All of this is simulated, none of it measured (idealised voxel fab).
process module | voxel transistor to metal
cross-section cut | 215 nm wide | cells 5 nm
A cross-section is a grid of square cells, given in bands from the top down. A band is one or more rows of cells.
Each band's line starts with the height of the band's top and of its bottom, in nm. Then come its materials from left to right, each with its width in nm. One material with "throughout" fills the band from edge to edge. "air" is empty space.
Height 0 is the level under which the wafer as received is all one material. The lowest band goes on downwards, as in "0 down".
A width such as "30 to 40" changes by the same amount from each row of cells to the next, from the band's top row to its bottom row.
"no change" after a step means that no cell of the cross-section changed.
closed voids: empty space of 8 cells or more with no open way to the top, each as width x height at its distance from the left edge, in nm
after a step's settings: what the simulator itself notes on the step
overlay nm, on a step with a mask: how far to the right of its planned place the mask lay; to the left if negative
plan
1 op RECEIVE | material Si
2 op OXIDIZE | depth nm 5
3 op CONFORMAL_DEP | material SiN | thk nm 10
4 op DIRECTIONAL_DEP | material aC | thk nm 15
5 op PATTERN | tone cover | mask id ACTIVE | material resist | width nm 115 | thk nm 30 | overlay nm 0
6 op DIRECTIONAL_ETCH | etch materials aC | depth nm 15
7 op STRIP | etch materials resist
8 op DIRECTIONAL_ETCH | etch materials SiN | depth nm 10
9 op DIRECTIONAL_ETCH | etch materials SiO2 | depth nm 5
10 op DIRECTIONAL_ETCH | etch materials Si | depth nm 25
11 op STRIP | etch materials aC
12 op FILL_DEP | material SiO2 | thk nm 10
13 op CMP | height nm 10
14 op SELECTIVE_ETCH | etch materials SiO2 | depth nm 10
15 op STRIP | etch materials SiN
16 op SELECTIVE_ETCH | etch materials SiO2 | depth nm 5
17 op OXIDIZE | depth nm 5
18 op DIRECTIONAL_DEP | material polySi | thk nm 25
19 op DIRECTIONAL_DEP | material SiCN | thk nm 15
20 op PATTERN | tone cover | mask id GATE | material resist | width nm 35 | thk nm 15 | overlay nm 0
21 op DIRECTIONAL_ETCH | etch materials SiCN | depth nm 25
22 op DIRECTIONAL_ETCH | etch materials polySi | depth nm 35
23 op STRIP | etch materials resist
24 op CONFORMAL_DEP | material SiO2 | thk nm 5
25 op DIRECTIONAL_ETCH | etch materials SiO2 | depth nm 5
26 op CONFORMAL_DEP | material SiN | thk nm 5
27 op DIRECTIONAL_ETCH | etch materials SiN | depth nm 5
28 op DIRECTIONAL_ETCH | etch materials SiO2 | depth nm 5
29 op EPI | material pSi | thk nm 5
30 op FILL_DEP | material SiO2 | thk nm 10
31 op CMP | height nm 20
32 op STRIP | etch materials polySi
33 op SELECTIVE_ETCH | etch materials SiO2 | depth nm 5
34 op CONFORMAL_DEP | material HfO2 | thk nm 5
35 op CONFORMAL_DEP | material TiN | thk nm 5
36 op FILL_DEP | material W | thk nm 10
37 op CMP | height nm 15
38 op DIRECTIONAL_DEP | material SiO2 | thk nm 15
39 op MASKED_ETCH | tone open | mask id CONTACT | width nm 15 | pitch nm 80 | etch materials SiO2 | depth nm 35 | overlay nm 0
40 op CONFORMAL_DEP | material TiN | thk nm 5
41 op FILL_DEP | material W | thk nm 5
42 op CMP | height nm 30
43 op CONFORMAL_DEP | material SiCN | thk nm 5
44 op DIRECTIONAL_DEP | material SiO2 | thk nm 20
45 op PATTERN | tone open | mask id METAL_1 | material resist | width nm 15 | pitch nm 80 | thk nm 15 | overlay nm 0
46 op DIRECTIONAL_ETCH | etch materials SiO2 | depth nm 20
47 op DIRECTIONAL_ETCH | etch materials SiCN | depth nm 5
48 op STRIP | etch materials resist
49 op CONFORMAL_DEP | material TiN | thk nm 5
50 op FILL_DEP | material Cu | thk nm 10
51 op CMP | height nm 55
52 op EPI | material Ru | thk nm 5
53 op FILL_DEP | material SiCN | thk nm 5
as received, after step 1
  0 down: Si throughout
  closed voids: none
a wafer at the end: this start, this plan, one mistake
  65 to 60: SiCN throughout
  60 to 55: SiCN 60 | Ru 25 | SiCN 55 | Ru 25 | SiCN 50
  55 to 35: SiO2 65 | TiN 5 | Cu 5 | TiN 5 | SiO2 65 | TiN 5 | Cu 5 | TiN 5 | SiO2 55
  35 to 30: SiCN 65 | TiN 15 | SiCN 65 | TiN 15 | SiCN 55
  30 to 15: SiO2 60 | TiN 5 | W 5 | TiN 5 | SiO2 65 | TiN 5 | W 5 | TiN 5 | SiO2 60
  15 to 0: SiO2 60 | TiN 5 | W 5 | TiN 5 | SiO2 5 | SiN 5 | HfO2 5 | TiN 5 | W 25 | TiN 5 | HfO2 5 | SiN 5 | SiO2 5 | TiN 5 | W 5 | TiN 5 | SiO2 60
  0 to -5: SiO2 60 | TiN 15 | SiO2 5 | SiN 5 | HfO2 5 | TiN 35 | HfO2 5 | SiN 5 | SiO2 5 | TiN 15 | SiO2 60
  -5 to -10: SiO2 45 | pSi 35 | SiO2 5 | HfO2 45 | SiO2 5 | pSi 35 | SiO2 45
  -10 to -30: SiO2 50 | Si 115 | SiO2 50
  -30 down: Si throughout
  closed voids: none
what went wrong: step 45 ran as: op PATTERN | tone open | mask id METAL_1 | material resist | width nm 15 | pitch nm 80 | thk nm 15 | overlay nm 5
